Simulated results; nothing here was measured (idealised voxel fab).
Process module in this document: voxel wiring stack
The width of the displayed cross-section, cut, is 190 nm; its cells are square, with a size of 5 nm.
Cross-section = grid of square cells, listed top down in bands; band = one or more rows. Look at the band entry: it leads with the top's height and the bottom's height in nm. Then it lists the materials left to right, with a width in nm for each. The word "edge to edge" on a single material says that material fills the band edge to edge. The word "empty" is empty space. Counting heights begins at 0, where everything beneath is, in the wafer as received, one material. The lowest band has no bottom; it goes on downwards, as "0 nm and below" shows. Per-row width for "30..40": begins at first number (top row of band), ends at second number (bottom row), increment between rows held constant. Step note "nothing was modified" = no cross-section cell changed. The entry "Entrapped voids" lists the empty spaces that cover at least 8 cells and have no open path to the top. Each is written as width x height at distance, where the distance is measured from the left edge and all three values are in nm. Text after the settings on a step's line: the simulator's own remark on that step. overlay nm: for a step with a mask, the amount by which the mask lay right of where it was planned; a negative amount means left of it.

THE STEPS PLANNED FOR THE PROCESS ARE AS FOLLOWS
1: RECEIVE,material Si
2: CONFORMAL_DEP,material SiO2,thk nm 10
3: CONFORMAL_DEP,material SiCN,thk nm 5
4: DIRECTIONAL_DEP,material lowk,thk nm 25
5: DIRECTIONAL_DEP,material aC,thk nm 15
6: PATTERN,tone open,mask id METAL_1,material resist,width nm 20,pitch nm 40,thk nm 35,overlay nm 0
7: DIRECTIONAL_ETCH,etch materials aC,depth nm 15
8: STRIP,etch materials resist
9: DIRECTIONAL_ETCH,etch materials lowk,depth nm 25
10: DIRECTIONAL_ETCH,etch materials SiCN,depth nm 5
11: STRIP,etch materials aC
12: CONFORMAL_DEP,material TiN,thk nm 5
13: FILL_DEP,material Ru,thk nm 5
14: CMP,height nm 40
15: CONFORMAL_DEP,material SiCN,thk nm 5
16: DIRECTIONAL_DEP,material lowk,thk nm 15
17: DIRECTIONAL_DEP,material aC,thk nm 15
18: PATTERN,tone open,mask id PLUG_1,material resist,width nm 15,pitch nm 40,thk nm 35,overlay nm 0
19: DIRECTIONAL_ETCH,etch materials aC,depth nm 15
20: STRIP,etch materials resist
21: DIRECTIONAL_ETCH,etch materials lowk,depth nm 15
22: DIRECTIONAL_ETCH,etch materials SiCN,depth nm 5
23: STRIP,etch materials aC
24: EPI,material Ru,thk nm 10
25: EPI,material Ru,thk nm 10
26: CONFORMAL_DEP,material SiN,thk nm 5
27: DIRECTIONAL_DEP,material SiO2,thk nm 15
28: MASKED_ETCH,tone open,mask id METAL_2,width nm 20,pitch nm 40,etch materials SiO2,depth nm 15,overlay nm 0
29: MASKED_ETCH,tone open,mask id METAL_2,width nm 20,pitch nm 40,etch materials SiN,depth nm 5,overlay nm 0
30: CONFORMAL_DEP,material TiN,thk nm 5
31: FILL_DEP,material W,thk nm 10
32: CMP,height nm 80
33: CONFORMAL_DEP,material SiN,thk nm 5

FIRST OF TWO WAFERS, WITH THE RUN CARRIED OUT AS PLANNED

SO THIS IS THE INCOMING WAFER IN CROSS-SECTION - IT'S ALREADY BEEN THROUGH STEP 1
  0 nm and below = Si edge to edge
  Entrapped voids: none

AFTER STEP 2: WAFER CROSS-SECTION
  10 nm to 0 nm = SiO2 edge to edge
  Everything under 0 stays put, no change at all.

AFTER STEP 3: WAFER CROSS-SECTION
  15 nm to 10 nm = SiCN edge to edge
  Everything under 10 stays put, no change at all.

AFTER STEP 4: WAFER CROSS-SECTION
  40 nm to 15 nm = lowk edge to edge
  Everything under 15 stays put, no change at all.

AFTER STEP 5: WAFER CROSS-SECTION
  55 nm to 40 nm = aC edge to edge
  Everything under 40 stays put, no change at all.

AFTER STEP 6: WAFER CROSS-SECTION
  90 nm to 55 nm = 25 nm resist, then 20 nm empty, then 20 nm resist, then 20 nm empty, then 20 nm resist, then 20 nm empty, then 20 nm resist, then 20 nm empty, then 25 nm resist
  Everything under 55 stays put, no change at all.

AFTER STEP 7: WAFER CROSS-SECTION
  75 nm to 55 nm = 25 nm resist, then 20 nm empty, then 20 nm resist, then 20 nm empty, then 20 nm resist, then 20 nm empty, then 20 nm resist, then 20 nm empty, then 25 nm resist
  55 nm to 40 nm = 25 nm aC, then 20 nm empty, then 20 nm aC, then 20 nm empty, then 20 nm aC, then 20 nm empty, then 20 nm aC, then 20 nm empty, then 25 nm aC
  Everything under 40 stays put, no change at all.

AFTER STEP 8: WAFER CROSS-SECTION
  55 nm to 40 nm = 25 nm aC, then 20 nm empty, then 20 nm aC, then 20 nm empty, then 20 nm aC, then 20 nm empty, then 20 nm aC, then 20 nm empty, then 25 nm aC
  Everything under 40 stays put, no change at all.

AFTER STEP 9: WAFER CROSS-SECTION
  55 nm to 40 nm = 25 nm aC, then 20 nm empty, then 20 nm aC, then 20 nm empty, then 20 nm aC, then 20 nm empty, then 20 nm aC, then 20 nm empty, then 25 nm aC
  40 nm to 15 nm = 25 nm lowk, then 20 nm empty, then 20 nm lowk, then 20 nm empty, then 20 nm lowk, then 20 nm empty, then 20 nm lowk, then 20 nm empty, then 25 nm lowk
  Everything under 15 stays put, no change at all.

AFTER STEP 10: WAFER CROSS-SECTION
  55 nm to 40 nm = 25 nm aC, then 20 nm empty, then 20 nm aC, then 20 nm empty, then 20 nm aC, then 20 nm empty, then 20 nm aC, then 20 nm empty, then 25 nm aC
  40 nm to 15 nm = 25 nm lowk, then 20 nm empty, then 20 nm lowk, then 20 nm empty, then 20 nm lowk, then 20 nm empty, then 20 nm lowk, then 20 nm empty, then 25 nm lowk
  15 nm to 10 nm = 25 nm SiCN, then 20 nm empty, then 20 nm SiCN, then 20 nm empty, then 20 nm SiCN, then 20 nm empty, then 20 nm SiCN, then 20 nm empty, then 25 nm SiCN
  Everything under 10 stays put, no change at all.

AFTER STEP 11: WAFER CROSS-SECTION
  40 nm to 15 nm = 25 nm lowk, then 20 nm empty, then 20 nm lowk, then 20 nm empty, then 20 nm lowk, then 20 nm empty, then 20 nm lowk, then 20 nm empty, then 25 nm lowk
  Everything under 15 stays put, no change at all.

AFTER STEP 12: WAFER CROSS-SECTION
  45 nm to 40 nm = 30 nm TiN, then 10 nm empty, then 30 nm TiN, then 10 nm empty, then 30 nm TiN, then 10 nm empty, then 30 nm TiN, then 10 nm empty, then 30 nm TiN
  40 nm to 15 nm = 25 nm lowk, then 5 nm TiN, then 10 nm empty, then 5 nm TiN, then 20 nm lowk, then 5 nm TiN, then 10 nm empty, then 5 nm TiN, then 20 nm lowk, then 5 nm TiN, then 10 nm empty, then 5 nm TiN, then 20 nm lowk, then 5 nm TiN, then 10 nm empty, then 5 nm TiN, then 25 nm lowk
  15 nm to 10 nm = 25 nm SiCN, then 20 nm TiN, then 20 nm SiCN, then 20 nm TiN, then 20 nm SiCN, then 20 nm TiN, then 20 nm SiCN, then 20 nm TiN, then 25 nm SiCN
  Everything under 10 stays put, no change at all.

AFTER STEP 13: WAFER CROSS-SECTION
  50 nm to 45 nm = Ru edge to edge
  45 nm to 40 nm = 30 nm TiN, then 10 nm Ru, then 30 nm TiN, then 10 nm Ru, then 30 nm TiN, then 10 nm Ru, then 30 nm TiN, then 10 nm Ru, then 30 nm TiN
  40 nm to 15 nm = 25 nm lowk, then 5 nm TiN, then 10 nm Ru, then 5 nm TiN, then 20 nm lowk, then 5 nm TiN, then 10 nm Ru, then 5 nm TiN, then 20 nm lowk, then 5 nm TiN, then 10 nm Ru, then 5 nm TiN, then 20 nm lowk, then 5 nm TiN, then 10 nm Ru, then 5 nm TiN, then 25 nm lowk
  Everything under 15 stays put, no change at all.

AFTER STEP 14: WAFER CROSS-SECTION
  40 nm to 15 nm = 25 nm lowk, then 5 nm TiN, then 10 nm Ru, then 5 nm TiN, then 20 nm lowk, then 5 nm TiN, then 10 nm Ru, then 5 nm TiN, then 20 nm lowk, then 5 nm TiN, then 10 nm Ru, then 5 nm TiN, then 20 nm lowk, then 5 nm TiN, then 10 nm Ru, then 5 nm TiN, then 25 nm lowk
  Everything under 15 stays put, no change at all.

AFTER STEP 15: WAFER CROSS-SECTION
  45 nm to 40 nm = SiCN edge to edge
  Everything under 40 stays put, no change at all.

AFTER STEP 16: WAFER CROSS-SECTION
  60 nm to 45 nm = lowk edge to edge
  Everything under 45 stays put, no change at all.

AFTER STEP 17: WAFER CROSS-SECTION
  75 nm to 60 nm = aC edge to edge
  Everything under 60 stays put, no change at all.

AFTER STEP 18: WAFER CROSS-SECTION
  110 nm to 75 nm = 25 nm resist, then 15 nm empty, then 25 nm resist, then 15 nm empty, then 25 nm resist, then 15 nm empty, then 25 nm resist, then 15 nm empty, then 30 nm resist
  Everything under 75 stays put, no change at all.

AFTER STEP 19: WAFER CROSS-SECTION
  95 nm to 75 nm = 25 nm resist, then 15 nm empty, then 25 nm resist, then 15 nm empty, then 25 nm resist, then 15 nm empty, then 25 nm resist, then 15 nm empty, then 30 nm resist
  75 nm to 60 nm = 25 nm aC, then 15 nm empty, then 25 nm aC, then 15 nm empty, then 25 nm aC, then 15 nm empty, then 25 nm aC, then 15 nm empty, then 30 nm aC
  Everything under 60 stays put, no change at all.

AFTER STEP 20: WAFER CROSS-SECTION
  75 nm to 60 nm = 25 nm aC, then 15 nm empty, then 25 nm aC, then 15 nm empty, then 25 nm aC, then 15 nm empty, then 25 nm aC, then 15 nm empty, then 30 nm aC
  Everything under 60 stays put, no change at all.

AFTER STEP 21: WAFER CROSS-SECTION
  75 nm to 60 nm = 25 nm aC, then 15 nm empty, then 25 nm aC, then 15 nm empty, then 25 nm aC, then 15 nm empty, then 25 nm aC, then 15 nm empty, then 30 nm aC
  60 nm to 45 nm = 25 nm lowk, then 15 nm empty, then 25 nm lowk, then 15 nm empty, then 25 nm lowk, then 15 nm empty, then 25 nm lowk, then 15 nm empty, then 30 nm lowk
  Everything under 45 stays put, no change at all.

AFTER STEP 22: WAFER CROSS-SECTION
  75 nm to 60 nm = 25 nm aC, then 15 nm empty, then 25 nm aC, then 15 nm empty, then 25 nm aC, then 15 nm empty, then 25 nm aC, then 15 nm empty, then 30 nm aC
  60 nm to 45 nm = 25 nm lowk, then 15 nm empty, then 25 nm lowk, then 15 nm empty, then 25 nm lowk, then 15 nm empty, then 25 nm lowk, then 15 nm empty, then 30 nm lowk
  45 nm to 40 nm = 25 nm SiCN, then 15 nm empty, then 25 nm SiCN, then 15 nm empty, then 25 nm SiCN, then 15 nm empty, then 25 nm SiCN, then 15 nm empty, then 30 nm SiCN
  Everything under 40 stays put, no change at all.

AFTER STEP 23: WAFER CROSS-SECTION
  60 nm to 45 nm = 25 nm lowk, then 15 nm empty, then 25 nm lowk, then 15 nm empty, then 25 nm lowk, then 15 nm empty, then 25 nm lowk, then 15 nm empty, then 30 nm lowk
  Everything under 45 stays put, no change at all.

AFTER STEP 24: WAFER CROSS-SECTION
  60 nm to 50 nm = 25 nm lowk, then 15 nm empty, then 25 nm lowk, then 15 nm empty, then 25 nm lowk, then 15 nm empty, then 25 nm lowk, then 15 nm empty, then 30 nm lowk
  50 nm to 45 nm = 25 nm lowk, then 15 nm Ru, then 25 nm lowk, then 15 nm Ru, then 25 nm lowk, then 15 nm Ru, then 25 nm lowk, then 15 nm Ru, then 30 nm lowk
  45 nm to 40 nm = 25 nm SiCN, then 15 nm Ru, then 25 nm SiCN, then 15 nm Ru, then 25 nm SiCN, then 15 nm Ru, then 25 nm SiCN, then 15 nm Ru, then 30 nm SiCN
  Everything under 40 stays put, no change at all.

AFTER STEP 25: WAFER CROSS-SECTION
  60 nm to 45 nm = 25 nm lowk, then 15 nm Ru, then 25 nm lowk, then 15 nm Ru, then 25 nm lowk, then 15 nm Ru, then 25 nm lowk, then 15 nm Ru, then 30 nm lowk
  Everything under 45 stays put, no change at all.

AFTER STEP 26: WAFER CROSS-SECTION
  65 nm to 60 nm = SiN edge to edge
  Everything under 60 stays put, no change at all.

AFTER STEP 27: WAFER CROSS-SECTION
  80 nm to 65 nm = SiO2 edge to edge
  Everything under 65 stays put, no change at all.

AFTER STEP 28: WAFER CROSS-SECTION
  80 nm to 65 nm = 25 nm SiO2, then 20 nm empty, then 20 nm SiO2, then 20 nm empty, then 20 nm SiO2, then 20 nm empty, then 20 nm SiO2, then 20 nm empty, then 25 nm SiO2
  Everything under 65 stays put, no change at all.

AFTER STEP 29: WAFER CROSS-SECTION
  80 nm to 65 nm = 25 nm SiO2, then 20 nm empty, then 20 nm SiO2, then 20 nm empty, then 20 nm SiO2, then 20 nm empty, then 20 nm SiO2, then 20 nm empty, then 25 nm SiO2
  65 nm to 60 nm = 25 nm SiN, then 20 nm empty, then 20 nm SiN, then 20 nm empty, then 20 nm SiN, then 20 nm empty, then 20 nm SiN, then 20 nm empty, then 25 nm SiN
  Everything under 60 stays put, no change at all.

AFTER STEP 30: WAFER CROSS-SECTION
  85 nm to 80 nm = 30 nm TiN, then 10 nm empty, then 30 nm TiN, then 10 nm empty, then 30 nm TiN, then 10 nm empty, then 30 nm TiN, then 10 nm empty, then 30 nm TiN
  80 nm to 65 nm = 25 nm SiO2, then 5 nm TiN, then 10 nm empty, then 5 nm TiN, then 20 nm SiO2, then 5 nm TiN, then 10 nm empty, then 5 nm TiN, then 20 nm SiO2, then 5 nm TiN, then 10 nm empty, then 5 nm TiN, then 20 nm SiO2, then 5 nm TiN, then 10 nm empty, then 5 nm TiN, then 25 nm SiO2
  65 nm to 60 nm = 25 nm SiN, then 20 nm TiN, then 20 nm SiN, then 20 nm TiN, then 20 nm SiN, then 20 nm TiN, then 20 nm SiN, then 20 nm TiN, then 25 nm SiN
  Everything under 60 stays put, no change at all.

AFTER STEP 31: WAFER CROSS-SECTION
  95 nm to 85 nm = W edge to edge
  85 nm to 80 nm = 30 nm TiN, then 10 nm W, then 30 nm TiN, then 10 nm W, then 30 nm TiN, then 10 nm W, then 30 nm TiN, then 10 nm W, then 30 nm TiN
  80 nm to 65 nm = 25 nm SiO2, then 5 nm TiN, then 10 nm W, then 5 nm TiN, then 20 nm SiO2, then 5 nm TiN, then 10 nm W, then 5 nm TiN, then 20 nm SiO2, then 5 nm TiN, then 10 nm W, then 5 nm TiN, then 20 nm SiO2, then 5 nm TiN, then 10 nm W, then 5 nm TiN, then 25 nm SiO2
  Everything under 65 stays put, no change at all.

AFTER STEP 32: WAFER CROSS-SECTION
  80 nm to 65 nm = 25 nm SiO2, then 5 nm TiN, then 10 nm W, then 5 nm TiN, then 20 nm SiO2, then 5 nm TiN, then 10 nm W, then 5 nm TiN, then 20 nm SiO2, then 5 nm TiN, then 10 nm W, then 5 nm TiN, then 20 nm SiO2, then 5 nm TiN, then 10 nm W, then 5 nm TiN, then 25 nm SiO2
  Everything under 65 stays put, no change at all.

AFTER STEP 33: WAFER CROSS-SECTION
  85 nm to 80 nm = SiN edge to edge
  Everything under 80 stays put, no change at all.

SECOND WAFER. START AND PLAN AS FOR THE FIRST. ONE MISTAKE MADE IN RUNNING. AGREES WITH THE FIRST UP TO AND INCLUDING STEP 5

AT THE PLANNED END OF STEP 6, THE SECOND WAFER IN CROSS-SECTION
  90 nm to 55 nm = 15 nm resist, then 20 nm empty, then 20 nm resist, then 20 nm empty, then 20 nm resist, then 20 nm empty, then 20 nm resist, then 20 nm empty, then 35 nm resist
  Everything under 55 stays put, no change at all.

AT THE PLANNED END OF STEP 7, THE SECOND WAFER IN CROSS-SECTION
  75 nm to 55 nm = 15 nm resist, then 20 nm empty, then 20 nm resist, then 20 nm empty, then 20 nm resist, then 20 nm empty, then 20 nm resist, then 20 nm empty, then 35 nm resist
  55 nm to 40 nm = 15 nm aC, then 20 nm empty, then 20 nm aC, then 20 nm empty, then 20 nm aC, then 20 nm empty, then 20 nm aC, then 20 nm empty, then 35 nm aC
  Everything under 40 stays put, no change at all.

AT THE PLANNED END OF STEP 8, THE SECOND WAFER IN CROSS-SECTION
  55 nm to 40 nm = 15 nm aC, then 20 nm empty, then 20 nm aC, then 20 nm empty, then 20 nm aC, then 20 nm empty, then 20 nm aC, then 20 nm empty, then 35 nm aC
  Everything under 40 stays put, no change at all.

AT THE PLANNED END OF STEP 9, THE SECOND WAFER IN CROSS-SECTION
  55 nm to 40 nm = 15 nm aC, then 20 nm empty, then 20 nm aC, then 20 nm empty, then 20 nm aC, then 20 nm empty, then 20 nm aC, then 20 nm empty, then 35 nm aC
  40 nm to 15 nm = 15 nm lowk, then 20 nm empty, then 20 nm lowk, then 20 nm empty, then 20 nm lowk, then 20 nm empty, then 20 nm lowk, then 20 nm empty, then 35 nm lowk
  Everything under 15 stays put, no change at all.

AT THE PLANNED END OF STEP 10, THE SECOND WAFER IN CROSS-SECTION
  55 nm to 40 nm = 15 nm aC, then 20 nm empty, then 20 nm aC, then 20 nm empty, then 20 nm aC, then 20 nm empty, then 20 nm aC, then 20 nm empty, then 35 nm aC
  40 nm to 15 nm = 15 nm lowk, then 20 nm empty, then 20 nm lowk, then 20 nm empty, then 20 nm lowk, then 20 nm empty, then 20 nm lowk, then 20 nm empty, then 35 nm lowk
  15 nm to 10 nm = 15 nm SiCN, then 20 nm empty, then 20 nm SiCN, then 20 nm empty, then 20 nm SiCN, then 20 nm empty, then 20 nm SiCN, then 20 nm empty, then 35 nm SiCN
  Everything under 10 stays put, no change at all.

AT THE PLANNED END OF STEP 11, THE SECOND WAFER IN CROSS-SECTION
  40 nm to 15 nm = 15 nm lowk, then 20 nm empty, then 20 nm lowk, then 20 nm empty, then 20 nm lowk, then 20 nm empty, then 20 nm lowk, then 20 nm empty, then 35 nm lowk
  Everything under 15 stays put, no change at all.

AT THE PLANNED END OF STEP 12, THE SECOND WAFER IN CROSS-SECTION
  45 nm to 40 nm = 20 nm TiN, then 10 nm empty, then 30 nm TiN, then 10 nm empty, then 30 nm TiN, then 10 nm empty, then 30 nm TiN, then 10 nm empty, then 40 nm TiN
  40 nm to 15 nm = 15 nm lowk, then 5 nm TiN, then 10 nm empty, then 5 nm TiN, then 20 nm lowk, then 5 nm TiN, then 10 nm empty, then 5 nm TiN, then 20 nm lowk, then 5 nm TiN, then 10 nm empty, then 5 nm TiN, then 20 nm lowk, then 5 nm TiN, then 10 nm empty, then 5 nm TiN, then 35 nm lowk
  15 nm to 10 nm = 15 nm SiCN, then 20 nm TiN, then 20 nm SiCN, then 20 nm TiN, then 20 nm SiCN, then 20 nm TiN, then 20 nm SiCN, then 20 nm TiN, then 35 nm SiCN
  Everything under 10 stays put, no change at all.

AT THE PLANNED END OF STEP 13, THE SECOND WAFER IN CROSS-SECTION
  50 nm to 45 nm = Ru edge to edge
  45 nm to 40 nm = 20 nm TiN, then 10 nm Ru, then 30 nm TiN, then 10 nm Ru, then 30 nm TiN, then 10 nm Ru, then 30 nm TiN, then 10 nm Ru, then 40 nm TiN
  40 nm to 15 nm = 15 nm lowk, then 5 nm TiN, then 10 nm Ru, then 5 nm TiN, then 20 nm lowk, then 5 nm TiN, then 10 nm Ru, then 5 nm TiN, then 20 nm lowk, then 5 nm TiN, then 10 nm Ru, then 5 nm TiN, then 20 nm lowk, then 5 nm TiN, then 10 nm Ru, then 5 nm TiN, then 35 nm lowk
  Everything under 15 stays put, no change at all.

AT THE PLANNED END OF STEP 14, THE SECOND WAFER IN CROSS-SECTION
  40 nm to 15 nm = 15 nm lowk, then 5 nm TiN, then 10 nm Ru, then 5 nm TiN, then 20 nm lowk, then 5 nm TiN, then 10 nm Ru, then 5 nm TiN, then 20 nm lowk, then 5 nm TiN, then 10 nm Ru, then 5 nm TiN, then 20 nm lowk, then 5 nm TiN, then 10 nm Ru, then 5 nm TiN, then 35 nm lowk
  Everything under 15 stays put, no change at all.

AT THE PLANNED END OF STEP 15, THE SECOND WAFER IN CROSS-SECTION
  45 nm to 40 nm = SiCN edge to edge
  Everything under 40 stays put, no change at all.

AT THE PLANNED END OF STEP 16, THE SECOND WAFER IN CROSS-SECTION
  60 nm to 45 nm = lowk edge to edge
  Everything under 45 stays put, no change at all.

AT THE PLANNED END OF STEP 17, THE SECOND WAFER IN CROSS-SECTION
  75 nm to 60 nm = aC edge to edge
  Everything under 60 stays put, no change at all.

AT THE PLANNED END OF STEP 18, THE SECOND WAFER IN CROSS-SECTION
  110 nm to 75 nm = 25 nm resist, then 15 nm empty, then 25 nm resist, then 15 nm empty, then 25 nm resist, then 15 nm empty, then 25 nm resist, then 15 nm empty, then 30 nm resist
  Everything under 75 stays put, no change at all.

AT THE PLANNED END OF STEP 19, THE SECOND WAFER IN CROSS-SECTION
  95 nm to 75 nm = 25 nm resist, then 15 nm empty, then 25 nm resist, then 15 nm empty, then 25 nm resist, then 15 nm empty, then 25 nm resist, then 15 nm empty, then 30 nm resist
  75 nm to 60 nm = 25 nm aC, then 15 nm empty, then 25 nm aC, then 15 nm empty, then 25 nm aC, then 15 nm empty, then 25 nm aC, then 15 nm empty, then 30 nm aC
  Everything under 60 stays put, no change at all.

AT THE PLANNED END OF STEP 20, THE SECOND WAFER IN CROSS-SECTION
  75 nm to 60 nm = 25 nm aC, then 15 nm empty, then 25 nm aC, then 15 nm empty, then 25 nm aC, then 15 nm empty, then 25 nm aC, then 15 nm empty, then 30 nm aC
  Everything under 60 stays put, no change at all.

AT THE PLANNED END OF STEP 21, THE SECOND WAFER IN CROSS-SECTION
  75 nm to 60 nm = 25 nm aC, then 15 nm empty, then 25 nm aC, then 15 nm empty, then 25 nm aC, then 15 nm empty, then 25 nm aC, then 15 nm empty, then 30 nm aC
  60 nm to 45 nm = 25 nm lowk, then 15 nm empty, then 25 nm lowk, then 15 nm empty, then 25 nm lowk, then 15 nm empty, then 25 nm lowk, then 15 nm empty, then 30 nm lowk
  Everything under 45 stays put, no change at all.

AT THE PLANNED END OF STEP 22, THE SECOND WAFER IN CROSS-SECTION
  75 nm to 60 nm = 25 nm aC, then 15 nm empty, then 25 nm aC, then 15 nm empty, then 25 nm aC, then 15 nm empty, then 25 nm aC, then 15 nm empty, then 30 nm aC
  60 nm to 45 nm = 25 nm lowk, then 15 nm empty, then 25 nm lowk, then 15 nm empty, then 25 nm lowk, then 15 nm empty, then 25 nm lowk, then 15 nm empty, then 30 nm lowk
  45 nm to 40 nm = 25 nm SiCN, then 15 nm empty, then 25 nm SiCN, then 15 nm empty, then 25 nm SiCN, then 15 nm empty, then 25 nm SiCN, then 15 nm empty, then 30 nm SiCN
  Everything under 40 stays put, no change at all.

AT THE PLANNED END OF STEP 23, THE SECOND WAFER IN CROSS-SECTION
  60 nm to 45 nm = 25 nm lowk, then 15 nm empty, then 25 nm lowk, then 15 nm empty, then 25 nm lowk, then 15 nm empty, then 25 nm lowk, then 15 nm empty, then 30 nm lowk
  Everything under 45 stays put, no change at all.

AT THE PLANNED END OF STEP 24, THE SECOND WAFER IN CROSS-SECTION
  60 nm to 50 nm = 25 nm lowk, then 15 nm empty, then 25 nm lowk, then 15 nm empty, then 25 nm lowk, then 15 nm empty, then 25 nm lowk, then 15 nm empty, then 30 nm lowk
  50 nm to 45 nm = 25 nm lowk, then 15 nm Ru, then 25 nm lowk, then 15 nm Ru, then 25 nm lowk, then 15 nm Ru, then 25 nm lowk, then 15 nm Ru, then 30 nm lowk
  45 nm to 40 nm = 25 nm SiCN, then 15 nm Ru, then 25 nm SiCN, then 15 nm Ru, then 25 nm SiCN, then 15 nm Ru, then 25 nm SiCN, then 15 nm Ru, then 30 nm SiCN
  Everything under 40 stays put, no change at all.

AT THE PLANNED END OF STEP 25, THE SECOND WAFER IN CROSS-SECTION
  60 nm to 45 nm = 25 nm lowk, then 15 nm Ru, then 25 nm lowk, then 15 nm Ru, then 25 nm lowk, then 15 nm Ru, then 25 nm lowk, then 15 nm Ru, then 30 nm lowk
  Everything under 45 stays put, no change at all.

AT THE PLANNED END OF STEP 26, THE SECOND WAFER IN CROSS-SECTION
  65 nm to 60 nm = SiN edge to edge
  Everything under 60 stays put, no change at all.

AT THE PLANNED END OF STEP 27, THE SECOND WAFER IN CROSS-SECTION
  80 nm to 65 nm = SiO2 edge to edge
  Everything under 65 stays put, no change at all.

AT THE PLANNED END OF STEP 28, THE SECOND WAFER IN CROSS-SECTION
  80 nm to 65 nm = 25 nm SiO2, then 20 nm empty, then 20 nm SiO2, then 20 nm empty, then 20 nm SiO2, then 20 nm empty, then 20 nm SiO2, then 20 nm empty, then 25 nm SiO2
  Everything under 65 stays put, no change at all.

AT THE PLANNED END OF STEP 29, THE SECOND WAFER IN CROSS-SECTION
  80 nm to 65 nm = 25 nm SiO2, then 20 nm empty, then 20 nm SiO2, then 20 nm empty, then 20 nm SiO2, then 20 nm empty, then 20 nm SiO2, then 20 nm empty, then 25 nm SiO2
  65 nm to 60 nm = 25 nm SiN, then 20 nm empty, then 20 nm SiN, then 20 nm empty, then 20 nm SiN, then 20 nm empty, then 20 nm SiN, then 20 nm empty, then 25 nm SiN
  Everything under 60 stays put, no change at all.

AT THE PLANNED END OF STEP 30, THE SECOND WAFER IN CROSS-SECTION
  85 nm to 80 nm = 30 nm TiN, then 10 nm empty, then 30 nm TiN, then 10 nm empty, then 30 nm TiN, then 10 nm empty, then 30 nm TiN, then 10 nm empty, then 30 nm TiN
  80 nm to 65 nm = 25 nm SiO2, then 5 nm TiN, then 10 nm empty, then 5 nm TiN, then 20 nm SiO2, then 5 nm TiN, then 10 nm empty, then 5 nm TiN, then 20 nm SiO2, then 5 nm TiN, then 10 nm empty, then 5 nm TiN, then 20 nm SiO2, then 5 nm TiN, then 10 nm empty, then 5 nm TiN, then 25 nm SiO2
  65 nm to 60 nm = 25 nm SiN, then 20 nm TiN, then 20 nm SiN, then 20 nm TiN, then 20 nm SiN, then 20 nm TiN, then 20 nm SiN, then 20 nm TiN, then 25 nm SiN
  Everything under 60 stays put, no change at all.

AT THE PLANNED END OF STEP 31, THE SECOND WAFER IN CROSS-SECTION
  95 nm to 85 nm = W edge to edge
  85 nm to 80 nm = 30 nm TiN, then 10 nm W, then 30 nm TiN, then 10 nm W, then 30 nm TiN, then 10 nm W, then 30 nm TiN, then 10 nm W, then 30 nm TiN
  80 nm to 65 nm = 25 nm SiO2, then 5 nm TiN, then 10 nm W, then 5 nm TiN, then 20 nm SiO2, then 5 nm TiN, then 10 nm W, then 5 nm TiN, then 20 nm SiO2, then 5 nm TiN, then 10 nm W, then 5 nm TiN, then 20 nm SiO2, then 5 nm TiN, then 10 nm W, then 5 nm TiN, then 25 nm SiO2
  Everything under 65 stays put, no change at all.

AT THE PLANNED END OF STEP 32, THE SECOND WAFER IN CROSS-SECTION
  80 nm to 65 nm = 25 nm SiO2, then 5 nm TiN, then 10 nm W, then 5 nm TiN, then 20 nm SiO2, then 5 nm TiN, then 10 nm W, then 5 nm TiN, then 20 nm SiO2, then 5 nm TiN, then 10 nm W, then 5 nm TiN, then 20 nm SiO2, then 5 nm TiN, then 10 nm W, then 5 nm TiN, then 25 nm SiO2
  Everything under 65 stays put, no change at all.

AT THE PLANNED END OF STEP 33, THE SECOND WAFER IN CROSS-SECTION
  85 nm to 80 nm = SiN edge to edge
  Everything under 80 stays put, no change at all.
Nonconformance to the process plan: the process deviated at step 6: the operation and settings actually run there were PATTERN,tone open,mask id METAL_1,material resist,width nm 20,pitch nm 40,thk nm 35,overlay nm -10
The two final wafers agree on how many cells each material fills and disagree on which cells those are.
